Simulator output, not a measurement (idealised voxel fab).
Process module name: voxel transistor to metal
In the cross-section labelled cut, the width is 160 nm and each square cell is 5 nm.
When this document writes out a cross-section, it uses a grid of square cells and lists it as bands, beginning at the top and moving down, with a band standing for one or more rows of cells. Top, bottom (nm), then materials left to right with widths (nm); lone material tagged "all across" fills the whole band edge to edge; "air" = empty space. Heights are measured from 0, the level below which the as-received wafer is all one material; the lowest band has no bottom and continues downward, written as in "0 and below". The expression "30..40" gives the width at the extremes of the band, the first number at its top row of cells and the second at its bottom row, with the width changing by equal amounts from each row to the next in between. No cell of the cross-section changed in a step that is given as "left unchanged". Reported under the label "Voids, sealed" are the empty spaces having no open way to the top and comprising 8 cells or more; the notation for each is width x height at distance, in which the distance is measured from the left edge and all three values are in nm. Whatever follows a step's settings on its line is a remark the simulator itself makes about that step. overlay nm: for a step with a mask, the amount by which the mask lay right of where it was planned; a negative amount means left of it.
[These are the steps we planned for the process]
1: RECEIVE [material Si]
2: OXIDIZE [depth nm 5]
3: CONFORMAL_DEP [material SiN] [thk nm 10]
4: DIRECTIONAL_DEP [material aC] [thk nm 15]
5: PATTERN [tone cover] [mask id ACTIVE] [material resist] [width nm 115] [thk nm 35] [overlay nm 0]
6: DIRECTIONAL_ETCH [etch materials aC] [depth nm 15]
7: STRIP [etch materials resist]
8: DIRECTIONAL_ETCH [etch materials SiN] [depth nm 10]
9: DIRECTIONAL_ETCH [etch materials SiO2] [depth nm 5]
10: DIRECTIONAL_ETCH [etch materials Si] [depth nm 30]
11: STRIP [etch materials aC]
12: OXIDIZE [depth nm 5]
13: FILL_DEP [material SiO2] [thk nm 10]
14: CMP [height nm 10]
15: SELECTIVE_ETCH [etch materials SiO2] [depth nm 5]
16: STRIP [etch materials SiN]
17: SELECTIVE_ETCH [etch materials SiO2] [depth nm 5]
18: OXIDIZE [depth nm 5]
19: DIRECTIONAL_DEP [material polySi] [thk nm 20]
20: DIRECTIONAL_DEP [material SiCN] [thk nm 5]
21: DIRECTIONAL_DEP [material aC] [thk nm 15]
22: PATTERN [tone cover] [mask id GATE] [material resist] [width nm 15] [thk nm 30] [overlay nm 0]
23: DIRECTIONAL_ETCH [etch materials aC] [depth nm 15]
24: STRIP [etch materials resist]
25: DIRECTIONAL_ETCH [etch materials SiCN] [depth nm 20]
26: DIRECTIONAL_ETCH [etch materials polySi] [depth nm 30]
27: STRIP [etch materials aC]
28: CONFORMAL_DEP [material SiN] [thk nm 10]
29: DIRECTIONAL_ETCH [etch materials SiN] [depth nm 10]
30: DIRECTIONAL_ETCH [etch materials SiO2] [depth nm 5]
31: DIRECTIONAL_ETCH [etch materials Si] [depth nm 5]
32: EPI [material nSi] [thk nm 10]
33: FILL_DEP [material SiO2] [thk nm 5]
34: CMP [height nm 25]
35: DIRECTIONAL_DEP [material SiO2] [thk nm 15]
36: PATTERN [tone open] [mask id CONTACT] [material resist] [width nm 35] [pitch nm 60] [thk nm 20] [overlay nm 0]
37: DIRECTIONAL_ETCH [etch materials SiO2] [depth nm 45]
38: STRIP [etch materials resist]
39: CONFORMAL_DEP [material TiN] [thk nm 5]
40: FILL_DEP [material W] [thk nm 5]
41: CMP [height nm 40]
42: CONFORMAL_DEP [material SiCN] [thk nm 5]
43: DIRECTIONAL_DEP [material lowk] [thk nm 15]
44: MASKED_ETCH [tone open] [mask id METAL_1] [width nm 20] [pitch nm 75] [etch materials lowk] [depth nm 15] [overlay nm 0]
45: MASKED_ETCH [tone open] [mask id METAL_1] [width nm 20] [pitch nm 75] [etch materials SiCN] [depth nm 5] [overlay nm 0]
46: CONFORMAL_DEP [material TiN] [thk nm 5]
47: FILL_DEP [material Cu] [thk nm 5]
48: CMP [height nm 60]
49: EPI [material Ru] [thk nm 5]
50: FILL_DEP [material SiCN] [thk nm 5]
All wafers enter the flow in the same state. The thk nm at step 20 differs from wafer to wafer, and the plan gives the value for the first wafer.
[Cross-section of the first of several wafers as received (after step 1)]
* 0 and below  Si all across
* Voids, sealed: none
[Depicted here is the first of several wafers in cross-section, at module completion following the last step, step 50]
* 70 down to 65  SiCN all across
* 65 down to 60  SiCN 25 nm | Ru 30 nm | SiCN 45 nm | Ru 30 nm | SiCN 30 nm
* 60 down to 45  lowk 30 nm | TiN 5 nm | Cu 10 nm | TiN 5 nm | lowk 55 nm | TiN 5 nm | Cu 10 nm | TiN 5 nm | lowk 35 nm
* 45 down to 40  SiCN 30 nm | TiN 20 nm | SiCN 55 nm | TiN 20 nm | SiCN 35 nm
* 40 down to 25  SiO2 30 nm | TiN 5 nm | W 25 nm | TiN 5 nm | SiO2 25 nm | TiN 5 nm | W 25 nm | TiN 5 nm | SiO2 35 nm
* 25 down to 20  SiO2 30 nm | TiN 5 nm | W 20 nm | TiN 10 nm | SiO2 25 nm | TiN 10 nm | W 20 nm | TiN 5 nm | SiO2 35 nm
* 20 down to 15  SiO2 30 nm | TiN 5 nm | W 20 nm | TiN 5 nm | SiN 10 nm | SiCN 15 nm | SiN 10 nm | TiN 5 nm | W 20 nm | TiN 5 nm | SiO2 35 nm
* 15 down to 5  SiO2 30 nm | TiN 5 nm | W 20 nm | TiN 5 nm | SiN 10 nm | polySi 15 nm | SiN 10 nm | TiN 5 nm | W 20 nm | TiN 5 nm | SiO2 35 nm
* 5 down to 0  SiO2 30 nm | TiN 5 nm | W 10 nm | TiN 15 nm | SiN 10 nm | polySi 15 nm | SiN 10 nm | TiN 15 nm | W 10 nm | TiN 5 nm | SiO2 35 nm
* 0 down to -5  SiO2 15 nm | SiN 10 nm | SiO2 5 nm | TiN 20 nm | nSi 10 nm | SiN 10 nm | polySi 15 nm | SiN 10 nm | nSi 10 nm | TiN 20 nm | SiO2 5 nm | SiN 10 nm | SiO2 20 nm
* -5 down to -10  SiO2 25 nm | nSi 35 nm | SiO2 35 nm | nSi 35 nm | SiO2 30 nm
* -10 down to -15  SiO2 25 nm | nSi 35 nm | Si 35 nm | nSi 35 nm | SiO2 30 nm
* -15 down to -40  SiO2 25 nm | Si 105 nm | SiO2 30 nm
* -40 and below  Si all across
* Voids, sealed: none
[Final wafer cross-section at module end]
* 70 down to 65  SiCN all across
* 65 down to 60  SiCN 25 nm | Ru 30 nm | SiCN 45 nm | Ru 30 nm | SiCN 30 nm
* 60 down to 45  lowk 30 nm | TiN 5 nm | Cu 10 nm | TiN 5 nm | lowk 55 nm | TiN 5 nm | Cu 10 nm | TiN 5 nm | lowk 35 nm
* 45 down to 40  SiCN 30 nm | TiN 20 nm | SiCN 55 nm | TiN 20 nm | SiCN 35 nm
* 40 down to 30  SiO2 30 nm | TiN 5 nm | W 25 nm | TiN 5 nm | SiO2 25 nm | TiN 5 nm | W 25 nm | TiN 5 nm | SiO2 35 nm
* 30 down to 25  SiO2 30 nm | TiN 5 nm | W 20 nm | TiN 10 nm | SiO2 25 nm | TiN 10 nm | W 20 nm | TiN 5 nm | SiO2 35 nm
* 25 down to 20  SiCN 15 nm | SiN 10 nm | SiO2 5 nm | TiN 30 nm | SiN 10 nm | SiCN 15 nm | SiN 10 nm | TiN 30 nm | SiO2 5 nm | SiN 10 nm | SiCN 20 nm
* 20 down to 15  polySi 15 nm | SiCN 125 nm | polySi 20 nm
* 15 down to 0  polySi all across
* 0 down to -5  SiO2 15 nm | polySi 125 nm | SiO2 20 nm
* -5 down to -10  SiO2 all across
* -10 down to -40  SiO2 25 nm | Si 105 nm | SiO2 30 nm
* -40 and below  Si all across
* Voids, sealed: none
[Per-wafer rows below. For each material: cells gained (+) or lost (-) since the wafer was received, as of end of module. Then: closed voids]
thk nm 5, +12 Cu, +12 Ru, -144 Si, +79 SiCN, +24 SiN, +217 SiO2, +66 TiN, +66 W, +72 lowk, +32 nSi, +12 polySi, Voids, sealed: none
thk nm 10, +12 Cu, +12 Ru, -144 Si, +82 SiCN, +28 SiN, +212 SiO2, +66 TiN, +64 W, +72 lowk, +32 nSi, +12 polySi, Voids, sealed: none
thk nm 15, +12 Cu, +12 Ru, -144 Si, +82 SiCN, +28 SiN, +212 SiO2, +66 TiN, +64 W, +72 lowk, +32 nSi, +12 polySi, Voids, sealed: none
thk nm 20, +12 Cu, +12 Ru, -144 Si, +82 SiCN, +28 SiN, +212 SiO2, +66 TiN, +64 W, +72 lowk, +32 nSi, +12 polySi, Voids, sealed: none
thk nm 25, +12 Cu, +12 Ru, -130 Si, +111 SiCN, +8 SiN, +161 SiO2, +46 TiN, +28 W, +72 lowk, +128 polySi, Voids, sealed: none
